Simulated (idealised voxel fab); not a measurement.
Documented hereafter: the process module known as voxel capacitor over wiring.
Cross-section cut: width 220 nm, square cells of 5 nm.
How to read a cross-section here: the picture is a grid of square cells, written as bands going from the top down, and any band can span one or more rows of cells. Top, bottom (nm), then materials left to right with widths (nm); lone material tagged "throughout" fills the whole band edge to edge; "air" = empty space. A quick word on heights: they are counted from 0, and under that level the wafer as it came to us is one material throughout. The lowest band is different from the rest in having no bottom; it simply continues downward, written as in "0 -> down". A two-number width, for instance "30->40", indicates that the width is equal to the first number in the top row of the band and to the second number in the bottom row, and that it changes by a constant amount per row of cells. "remained unchanged" -> step changed no cross-section cell. Empty spaces without an open route to the top, at least 8 cells in extent, make up the entry "Unvented voids"; each is given as width x height at distance, where the distance is measured from the left edge, and all are in nm. What comes after the settings on a step's line is commentary from the simulator itself on that step. Steps that use a mask can have "overlay nm" on their line. It says how far the mask sat to the right of where it was meant to be. Negative means to the left.

Process steps (planned):
1) RECEIVE, material Si
2) CONFORMAL_DEP, material SiO2, thk nm 10
3) CONFORMAL_DEP, material SiN, thk nm 5
4) DIRECTIONAL_DEP, material lowk, thk nm 15
5) PATTERN, tone open, mask id METAL_1, material resist, width nm 20, pitch nm 70, thk nm 15, overlay nm 0
6) DIRECTIONAL_ETCH, etch materials lowk, depth nm 15
7) DIRECTIONAL_ETCH, etch materials SiN, depth nm 5
8) STRIP, etch materials resist
9) CONFORMAL_DEP, material TiN, thk nm 5
10) FILL_DEP, material Cu, thk nm 10
11) CMP, height nm 30
12) CONFORMAL_DEP, material SiCN, thk nm 5
13) DIRECTIONAL_DEP, material lowk, thk nm 20
14) DIRECTIONAL_DEP, material aC, thk nm 10
15) PATTERN, tone open, mask id PLUG_1, material resist, width nm 15, thk nm 30, overlay nm 0
16) DIRECTIONAL_ETCH, etch materials aC, depth nm 10
17) STRIP, etch materials resist
18) DIRECTIONAL_ETCH, etch materials lowk, depth nm 20
19) DIRECTIONAL_ETCH, etch materials SiCN, depth nm 5
20) STRIP, etch materials aC
21) EPI, material Ru, thk nm 10
22) EPI, material Ru, thk nm 10
23) EPI, material Ru, thk nm 5
24) DIRECTIONAL_DEP, material TiN, thk nm 10
25) DIRECTIONAL_DEP, material SiN, thk nm 5
26) DIRECTIONAL_DEP, material TiN, thk nm 10
27) PATTERN, tone cover, mask id UPPER_PLATE, material resist, width nm 55, thk nm 15, overlay nm 0
28) DIRECTIONAL_ETCH, etch materials TiN, depth nm 10
29) DIRECTIONAL_ETCH, etch materials SiN, depth nm 5
30) STRIP, etch materials resist
31) MASKED_ETCH, tone cover, mask id LOWER_PLATE, width nm 65, etch materials TiN, depth nm 10, overlay nm 0
32) FILL_DEP, material SiO2, thk nm 15
33) CMP, height nm 90
34) DIRECTIONAL_DEP, material aC, thk nm 15
35) PATTERN, tone open, mask id PLUG_2, material resist, width nm 15, thk nm 30, overlay nm 0
36) DIRECTIONAL_ETCH, etch materials aC, depth nm 15
37) STRIP, etch materials resist
38) DIRECTIONAL_ETCH, etch materials SiO2, depth nm 10
39) STRIP, etch materials aC
40) CONFORMAL_DEP, material TiN, thk nm 5
41) FILL_DEP, material Cu, thk nm 5
42) CMP, height nm 90
43) CONFORMAL_DEP, material SiCN, thk nm 5

Delivered wafer in cross-section: state after step 1:
	0 -> down = Si throughout
	Unvented voids: none

First of two wafers at the end of the module, shown in cross-section; run carried out as planned:
	95 -> 90 = SiCN throughout
	90 -> 85 = 80 of SiO2, then 5 of TiN, then 5 of Cu, then 5 of TiN, then 125 of SiO2
	85 -> 80 = 80 of SiO2, then 15 of TiN, then 125 of SiO2
	80 -> 70 = 70 of SiO2, then 55 of TiN, then 95 of SiO2
	70 -> 65 = 70 of SiO2, then 55 of SiN, then 95 of SiO2
	65 -> 55 = 65 of SiO2, then 65 of TiN, then 90 of SiO2
	55 -> 35 = 70 of lowk, then 15 of Ru, then 135 of lowk
	35 -> 30 = 70 of SiCN, then 15 of Ru, then 135 of SiCN
	30 -> 15 = 65 of lowk, then 5 of TiN, then 10 of Cu, then 5 of TiN, then 50 of lowk, then 5 of TiN, then 10 of Cu, then 5 of TiN, then 65 of lowk
	15 -> 10 = 65 of SiN, then 20 of TiN, then 50 of SiN, then 20 of TiN, then 65 of SiN
	10 -> 0 = SiO2 throughout
	0 -> down = Si throughout
	Unvented voids: none

Module end: cross-section of wafer two of two. Same start and process plan as the first wafer. One mistake during execution:
	95 -> 90 = SiCN throughout
	90 -> 85 = 80 of SiO2, then 5 of TiN, then 5 of Cu, then 5 of TiN, then 125 of SiO2
	85 -> 80 = 80 of SiO2, then 15 of TiN, then 125 of SiO2
	80 -> 70 = 70 of SiO2, then 55 of TiN, then 95 of SiO2
	70 -> 65 = 70 of SiO2, then 55 of SiN, then 95 of SiO2
	65 -> 55 = 65 of SiO2, then 65 of TiN, then 90 of SiO2
	55 -> 35 = 70 of lowk, then 15 of Ru, then 135 of lowk
	35 -> 30 = 70 of SiCN, then 15 of Ru, then 135 of SiCN
	30 -> 15 = 75 of lowk, then 5 of TiN, then 10 of Cu, then 5 of TiN, then 50 of lowk, then 5 of TiN, then 10 of Cu, then 5 of TiN, then 55 of lowk
	15 -> 10 = 75 of SiN, then 20 of TiN, then 50 of SiN, then 20 of TiN, then 55 of SiN
	10 -> 0 = SiO2 throughout
	0 -> down = Si throughout
	Unvented voids: none
Error vs. plan: step 5 changed vs plan, executed as PATTERN, tone open, mask id METAL_1, material resist, width nm 20, pitch nm 70, thk nm 15, overlay nm 10
At the close, every material occupies the same number of cells on the second wafer as on the first, only in different positions.
